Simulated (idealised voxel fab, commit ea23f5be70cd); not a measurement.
The following is a process module called voxel wiring stack.
We display cut, a cross-section 195 nm in width whose square cells are each 5 nm.
Cross-sections here: square-cell grids, written as top-down lists of bands, a band being one or more rows of cells. It is stipulated that each band's entry specify, in nanometres, the height of the top of the band and then that of its bottom, followed by the materials of the band in left-to-right sequence, each together with its width in nanometres. A single material marked by the word "throughout" is understood to fill the band from edge to edge; the word "air" is understood to denote empty space. Height is counted from the level 0, under which the received wafer is composed throughout of one material. The lowest of the bands is not closed at the bottom but continues downward, in the notation "0..down". A width given as "30 to 40" starts at the first number in the band's top row and ends at the second number in its bottom row, shifting by an equal amount at every step from row to row. "no modification" after a step means that no cell of the cross-section changed. Closed-off voids of 8+ cells (no open route to the top) go in "Trapped cavities", written width x height at distance from the left edge, in nm. after a step's settings: what the simulator itself notes on the step. "overlay nm" answers the question of how far to the right of plan the mask lay on a step that has a mask, and when it is negative the answer is to the left.
plan
- 1: RECEIVE: material Si
- 2: CONFORMAL_DEP: material SiO2, thk nm 15
- 3: DIRECTIONAL_DEP: material TiN, thk nm 5
- 4: DIRECTIONAL_DEP: material W, thk nm 15
- 5: MASKED_ETCH: tone cover, mask id METAL_1, width nm 30, pitch nm 50, etch materials W, depth nm 15, overlay nm 0
- 6: MASKED_ETCH: tone cover, mask id METAL_1, width nm 30, pitch nm 50, etch materials TiN, depth nm 5, overlay nm 0
- 7: CONFORMAL_DEP: material SiN, thk nm 5
- 8: FILL_DEP: material SiO2, thk nm 5
- 9: CMP: height nm 35
- 10: CONFORMAL_DEP: material SiCN, thk nm 5
- 11: DIRECTIONAL_DEP: material SiO2, thk nm 10
- 12: MASKED_ETCH: tone open, mask id PLUG_1, width nm 15, pitch nm 50, etch materials SiO2, depth nm 10, overlay nm 0
- 13: MASKED_ETCH: tone open, mask id PLUG_1, width nm 15, pitch nm 50, etch materials SiCN, depth nm 5, overlay nm 0
- 14: EPI: material Ru, thk nm 10
- 15: EPI: material Ru, thk nm 5
- 16: CONFORMAL_DEP: material SiN, thk nm 5
- 17: DIRECTIONAL_DEP: material lowk, thk nm 20
- 18: DIRECTIONAL_DEP: material aC, thk nm 15
- 19: PATTERN: tone open, mask id METAL_2, material resist, width nm 30, pitch nm 50, thk nm 35, overlay nm 0
- 20: DIRECTIONAL_ETCH: etch materials aC, depth nm 15
- 21: STRIP: etch materials resist
- 22: DIRECTIONAL_ETCH: etch materials lowk, depth nm 20
- 23: DIRECTIONAL_ETCH: etch materials SiN, depth nm 5
- 24: STRIP: etch materials aC
- 25: CONFORMAL_DEP: material TiN, thk nm 5
- 26: FILL_DEP: material Cu, thk nm 10
- 27: CMP: height nm 75
- 28: EPI: material Ru, thk nm 5
- 29: FILL_DEP: material SiCN, thk nm 5
Wafer at receipt (post step 1), cross-section
0..down | Si throughout
Trapped cavities: none
Module complete, cross-section. Starting point and plan per above. One mistake made in running the module
85..80 | SiCN throughout
80..75 | SiCN 30 nm; Ru 40 nm; SiCN 10 nm; Ru 40 nm; SiCN 10 nm; Ru 40 nm; SiCN 25 nm
75..55 | lowk 35 nm; TiN 5 nm; Cu 20 nm; TiN 5 nm; lowk 20 nm; TiN 5 nm; Cu 20 nm; TiN 5 nm; lowk 20 nm; TiN 5 nm; Cu 20 nm; TiN 5 nm; lowk 30 nm
55..50 | SiN 35 nm; TiN 30 nm; SiN 20 nm; TiN 30 nm; SiN 20 nm; TiN 30 nm; SiN 30 nm
50..40 | SiO2 30 nm; Ru 15 nm; SiO2 35 nm; Ru 15 nm; SiO2 35 nm; Ru 15 nm; SiO2 50 nm
40..35 | SiCN 30 nm; Ru 15 nm; SiCN 35 nm; Ru 15 nm; SiCN 35 nm; Ru 15 nm; SiCN 50 nm
35..20 | SiO2 25 nm; SiN 5 nm; W 30 nm; SiN 5 nm; SiO2 10 nm; SiN 5 nm; W 30 nm; SiN 5 nm; SiO2 10 nm; SiN 5 nm; W 30 nm; SiN 5 nm; SiO2 30 nm
20..15 | SiN 30 nm; TiN 30 nm; SiN 20 nm; TiN 30 nm; SiN 20 nm; TiN 30 nm; SiN 35 nm
15..0 | SiO2 throughout
0..down | Si throughout
Trapped cavities: none
Where did the run depart from the plan? heads up, step 19 didn't go per plan, it actually ran as PATTERN: tone open, mask id METAL_2, material resist, width nm 30, pitch nm 50, thk nm 35, overlay nm 5
